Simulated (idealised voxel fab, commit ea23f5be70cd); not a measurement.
Module name: voxel gate over fins (process module)
The cross-section shown here is cut; it is 160 nm wide and divided into square cells measuring 5 nm on a side.
In what follows, cross-sections appear as grids of square cells, described through bands that run from the top down, where every band is one or more rows of cells. Top, bottom (nm), then materials left to right with widths (nm); lone material tagged "everywhere" fills the whole band edge to edge; "empty" = empty space. Height reference: 0 = level under which incoming wafer is all one material. Lowest band: no bottom, runs on downward, e.g. "0 nm and below". Per-row width for "30->40": begins at first number (top row of band), ends at second number (bottom row), increment between rows held constant. "all unchanged" for a step: no cell of the cross-section changed in that step. So "Voids, enclosed" is basically the list of trapped voids: any empty space of 8 cells or more that can't reach the top through an opening. They're written width x height at distance, the distance being from the left edge, and it's all nm. Whatever follows a step's settings on its line is a remark the simulator itself makes about that step. overlay nm: how far to the right of its planned place the mask lay on this masked step (negative: to the left).
Process steps - plan:
1) RECEIVE [material Si]
2) CONFORMAL_DEP [material SiN] [thk nm 10]
3) MASKED_ETCH [tone cover] [mask id FINS] [width nm 15] [pitch nm 60] [etch materials SiN] [depth nm 10] [overlay nm 0]
4) MASKED_ETCH [tone cover] [mask id FINS] [width nm 15] [pitch nm 60] [etch materials Si] [depth nm 35] [overlay nm 0]
5) OXIDIZE [depth nm 5]
6) FILL_DEP [material SiO2] [thk nm 15]
7) CMP [height nm 10]
8) MASKED_ETCH [tone open] [mask id RAIL] [width nm 15] [etch materials SiO2] [depth nm 40] [overlay nm 0]
9) CONFORMAL_DEP [material TiN] [thk nm 5]
10) FILL_DEP [material Ru] [thk nm 5]
11) CMP [height nm 10]
12) SELECTIVE_ETCH [etch materials W Ru TiN] [depth nm 25]
13) FILL_DEP [material SiO2] [thk nm 5]
14) CMP [height nm 10]
15) SELECTIVE_ETCH [etch materials SiO2] [depth nm 20]
16) STRIP [etch materials SiN]
17) CONFORMAL_DEP [material HfO2] [thk nm 5]
18) CONFORMAL_DEP [material TiN] [thk nm 5]
19) CONFORMAL_DEP [material TiAl] [thk nm 5]
20) CONFORMAL_DEP [material TiN] [thk nm 5]
21) FILL_DEP [material W] [thk nm 10]
22) CMP [height nm 25]
23) CONFORMAL_DEP [material SiN] [thk nm 10]
Shown in cross-section is the wafer as received, that is, as it stands after step 1:
- 0 nm and below = Si everywhere
- Voids, enclosed: none
Final cross-section, module run with one mistake (start and plan as above):
- 35 nm to 25 nm = SiN everywhere
- 25 nm to 20 nm = W everywhere
- 20 nm to 15 nm = W (25) / TiN (45) / W (15) / TiN (45) / W (30)
- 15 nm to 10 nm = W (25) / TiN (5) / TiAl (35) / TiN (15) / W (5) / TiN (5) / TiAl (35) / TiN (15) / W (20)
- 10 nm to 5 nm = TiN (30) / TiAl (5) / TiN (25) / TiAl (15) / TiN (15) / TiAl (5) / TiN (25) / TiAl (15) / TiN (25)
- 5 nm to 0 nm = TiAl (35) / TiN (5) / HfO2 (15) / TiN (15) / TiAl (25) / TiN (5) / HfO2 (15) / TiN (15) / TiAl (30)
- 0 nm to -5 nm = TiN (40) / HfO2 (5) / Si (5) / HfO2 (15) / TiN (35) / HfO2 (5) / Si (5) / HfO2 (15) / TiN (35)
- -5 nm to -10 nm = HfO2 (45) / Si (15) / HfO2 (45) / Si (15) / HfO2 (40)
- -10 nm to -15 nm = SiO2 (45) / Si (15) / SiO2 (45) / Si (15) / SiO2 (40)
- -15 nm to -25 nm = SiO2 (45) / Si (15) / SiO2 (10) / TiN (5) / Ru (5) / TiN (5) / SiO2 (20) / Si (15) / SiO2 (40)
- -25 nm to -30 nm = SiO2 (45) / Si (15) / SiO2 (10) / TiN (15) / SiO2 (20) / Si (15) / SiO2 (40)
- -30 nm to -40 nm = SiO2 (45) / Si (15) / SiO2 (45) / Si (15) / SiO2 (40)
- -40 nm and below = Si everywhere
- Voids, enclosed: none
Deviation noted in wafer processing: step 4: run off-plan, actual operation and settings MASKED_ETCH [tone cover] [mask id FINS] [width nm 15] [pitch nm 60] [etch materials Si] [depth nm 35] [overlay nm 10]
